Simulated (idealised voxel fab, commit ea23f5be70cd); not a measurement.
The document below concerns the process module designated voxel fin reveal.
The width of the displayed cross-section, cut, is 240 nm; its cells are square, with a size of 5 nm.
Cross-section, as written here: a square-cell grid given band by band from the top down, where a band holds one or more rows of cells.
Top, bottom (nm), then materials left to right with widths (nm); lone material tagged "everywhere" fills the whole band edge to edge; "air" = empty space.
Ref level 0: as-received wafer is one material below here. Bottom band extends down with no lower bound ("0..down").
With a width like "30..40", each row of cells in the band differs from the next by the same amount, the top row carrying the first number and the bottom row the second.
Where a step carries "nothing changed", the cross-section came out of it unchanged, cell for cell.
Listed in "Voids, enclosed": every empty space of 8 or more cells without an open way to the top. Form: width x height at distance, the distance being from the left edge, all in nm.
Anything after a step's settings on that line? It's the simulator's own note about the step.
overlay nm: step with mask; distance mask lay right of planned place; negative value = left of planned place.
### plan
1. RECEIVE with material Si
2. CONFORMAL_DEP with material SiN, thk nm 5
3. PATTERN with tone cover, mask id FINS, material resist, width nm 15, pitch nm 35, thk nm 15, overlay nm 0
4. DIRECTIONAL_ETCH with etch materials SiN, depth nm 5
5. DIRECTIONAL_ETCH with etch materials Si, depth nm 25
6. STRIP with etch materials resist
7. FILL_DEP with material SiO2, thk nm 15
8. CMP with height nm 5
9. SELECTIVE_ETCH with etch materials SiO2, depth nm 15
10. STRIP with etch materials SiN
What sets these wafers apart? The depth nm at step 5. They all start alike, and the plan carries the first wafer's value.
### Cross-sectional view of the first of several wafers in the as-received condition, corresponding to the state following step 1
0..down = Si everywhere
Voids, enclosed: none
### Module finished, last step 10 done: cross-section of the first of several wafers
0..-10 = 60 nm air, 15 nm Si, 20 nm air, 15 nm Si, 20 nm air, 15 nm Si, 20 nm air, 15 nm Si, 60 nm air
-10..-25 = 60 nm SiO2, 15 nm Si, 20 nm SiO2, 15 nm Si, 20 nm SiO2, 15 nm Si, 20 nm SiO2, 15 nm Si, 60 nm SiO2
-25..down = Si everywhere
Voids, enclosed: none
### End of module: cross-section, last of several wafers
0..-10 = 60 nm air, 15 nm Si, 20 nm air, 15 nm Si, 20 nm air, 15 nm Si, 20 nm air, 15 nm Si, 60 nm air
-10..-50 = 60 nm SiO2, 15 nm Si, 20 nm SiO2, 15 nm Si, 20 nm SiO2, 15 nm Si, 20 nm SiO2, 15 nm Si, 60 nm SiO2
-50..down = Si everywhere
Voids, enclosed: none
### Quick key for the table: a row per wafer, taken at the end of the module. For each material it tells you how many cells the wafer gained (+) or lost (-) since it came in, and the closed voids come after
depth nm 25, -180 Si, +108 SiO2, Voids, enclosed: none
depth nm 30, -216 Si, +144 SiO2, Voids, enclosed: none
depth nm 35, -252 Si, +180 SiO2, Voids, enclosed: none
depth nm 40, -288 Si, +216 SiO2, Voids, enclosed: none
depth nm 45, -324 Si, +252 SiO2, Voids, enclosed: none
depth nm 50, -360 Si, +288 SiO2, Voids, enclosed: none
